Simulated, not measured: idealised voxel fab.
Herein follows the process module entitled voxel self aligned vias.
Each square cell in cross-section cut measures 5 nm, and the section as a whole is 255 nm wide.
In this document a cross-section is written as a grid of square cells. It is given as a series of bands, listed from the top down, and a band is one or more rows of cells. Band: top and bottom heights (nm) first, top before bottom; then materials from left to right, widths in nm. "edge to edge" marks a sole material filling the band edge to edge. "air" denotes empty space. For the purposes of this specification, 0 denotes the height below which the wafer in its as-received condition is composed wholly of one material, and the lowermost band, lacking a lower limit, extends downward without end, as expressed in "0 nm and below". The expression "30->40" gives the width at the extremes of the band, the first number at its top row of cells and the second at its bottom row, with the width changing by equal amounts from each row to the next in between. Step marked "remained unchanged"? Then no cell in the cross-section changed in it. Listed in "Sealed void listing": every empty space of 8 or more cells without an open way to the top. Form: width x height at distance, the distance being from the left edge, all in nm. Heads up: the bit after the settings on a step's line is the simulator's remark on that step. The line of a step may include "overlay nm". On a step with a mask, this value is how far to the right of its planned place the mask lay. A negative value means the mask lay to the left.

## Steps planned for the process
| 1 | RECEIVE (material Si) |
| 2 | CONFORMAL_DEP (material SiO2; thk nm 10) |
| 3 | CONFORMAL_DEP (material SiCN; thk nm 5) |
| 4 | DIRECTIONAL_DEP (material SiO2; thk nm 25) |
| 5 | DIRECTIONAL_DEP (material aC; thk nm 15) |
| 6 | PATTERN (tone open; mask id LINES; material resist; width nm 25; pitch nm 75; thk nm 30; overlay nm 0) |
| 7 | DIRECTIONAL_ETCH (etch materials aC; depth nm 15) |
| 8 | STRIP (etch materials resist) |
| 9 | DIRECTIONAL_ETCH (etch materials SiO2; depth nm 25) |
| 10 | STRIP (etch materials aC) |
| 11 | CONFORMAL_DEP (material TiN; thk nm 5) |
| 12 | FILL_DEP (material Ru; thk nm 5) |
| 13 | CMP (height nm 40) |
| 14 | SELECTIVE_ETCH (etch materials W Ru TiN; depth nm 10) |
| 15 | FILL_DEP (material SiN; thk nm 5) |
| 16 | CMP (height nm 40) |
| 17 | DIRECTIONAL_DEP (material SiO2; thk nm 15) |
| 18 | PATTERN (tone open; mask id VIAS; material resist; width nm 45; pitch nm 150; thk nm 15; overlay nm -15) |
| 19 | DIRECTIONAL_ETCH (etch materials SiO2; depth nm 15) |
| 20 | DIRECTIONAL_ETCH (etch materials SiN; depth nm 10) |
| 21 | STRIP (etch materials resist) |
| 22 | CONFORMAL_DEP (material TiN; thk nm 5) |
| 23 | FILL_DEP (material Cu; thk nm 10) |
| 24 | CMP (height nm 55) |
| 25 | CONFORMAL_DEP (material SiN; thk nm 5) |
Be aware that, although all wafers share a common starting state, the overlay nm at step 18 differs among them, and the plan displays the first wafer's value.

## The first of several wafers, as received after step 1, seen in section
  0 nm and below = Si edge to edge
  Sealed void listing: none

## The first of several wafers, seen in cross-section after the module's last step, step 25
  60 nm to 55 nm = SiN edge to edge
  55 nm to 45 nm = SiO2 15  TiN 5  Cu 35  TiN 5  SiO2 105  TiN 5  Cu 35  TiN 5  SiO2 45
  45 nm to 40 nm = SiO2 15  TiN 30  Cu 10  TiN 5  SiO2 105  TiN 30  Cu 10  TiN 5  SiO2 45
  40 nm to 35 nm = SiO2 40  TiN 5  Cu 10  TiN 5  SiN 5  SiO2 50  SiN 25  SiO2 50  TiN 5  Cu 10  TiN 5  SiN 5  SiO2 40
  35 nm to 30 nm = SiO2 40  TiN 20  SiN 5  SiO2 50  SiN 25  SiO2 50  TiN 20  SiN 5  SiO2 40
  30 nm to 20 nm = SiO2 40  TiN 5  Ru 15  TiN 5  SiO2 50  TiN 5  Ru 15  TiN 5  SiO2 50  TiN 5  Ru 15  TiN 5  SiO2 40
  20 nm to 15 nm = SiO2 40  TiN 25  SiO2 50  TiN 25  SiO2 50  TiN 25  SiO2 40
  15 nm to 10 nm = SiCN edge to edge
  10 nm to 0 nm = SiO2 edge to edge
  0 nm and below = Si edge to edge
  Sealed void listing: none

## Here's the last wafer cross-sectioned at the end of the module
  60 nm to 55 nm = SiN edge to edge
  55 nm to 45 nm = SiO2 45  TiN 5  Cu 35  TiN 5  SiO2 105  TiN 5  Cu 35  TiN 5  SiO2 15
  45 nm to 40 nm = SiO2 45  TiN 5  Cu 10  TiN 30  SiO2 105  TiN 5  Cu 10  TiN 30  SiO2 15
  40 nm to 35 nm = SiO2 40  SiN 5  TiN 5  Cu 10  TiN 5  SiO2 50  SiN 25  SiO2 50  SiN 5  TiN 5  Cu 10  TiN 5  SiO2 40
  35 nm to 30 nm = SiO2 40  SiN 5  TiN 20  SiO2 50  SiN 25  SiO2 50  SiN 5  TiN 20  SiO2 40
  30 nm to 20 nm = SiO2 40  TiN 5  Ru 15  TiN 5  SiO2 50  TiN 5  Ru 15  TiN 5  SiO2 50  TiN 5  Ru 15  TiN 5  SiO2 40
  20 nm to 15 nm = SiO2 40  TiN 25  SiO2 50  TiN 25  SiO2 50  TiN 25  SiO2 40
  15 nm to 10 nm = SiCN edge to edge
  10 nm to 0 nm = SiO2 edge to edge
  0 nm and below = Si edge to edge
  Sealed void listing: none

## Wafer rows, end of module: cells per material gained (+) or lost (-) since receipt; closed voids last
overlay nm -15; +36 Cu; +18 Ru; +51 SiCN; +65 SiN; +381 SiO2; +61 TiN; Sealed void listing: none
overlay nm -10; +40 Cu; +18 Ru; +51 SiCN; +61 SiN; +381 SiO2; +61 TiN; Sealed void listing: none
overlay nm -5; +40 Cu; +18 Ru; +51 SiCN; +61 SiN; +381 SiO2; +61 TiN; Sealed void listing: none
overlay nm 0; +40 Cu; +18 Ru; +51 SiCN; +61 SiN; +381 SiO2; +61 TiN; Sealed void listing: none
overlay nm 5; +40 Cu; +18 Ru; +51 SiCN; +61 SiN; +381 SiO2; +61 TiN; Sealed void listing: none
overlay nm 10; +40 Cu; +18 Ru; +51 SiCN; +61 SiN; +381 SiO2; +61 TiN; Sealed void listing: none
overlay nm 15; +36 Cu; +18 Ru; +51 SiCN; +65 SiN; +381 SiO2; +61 TiN; Sealed void listing: none
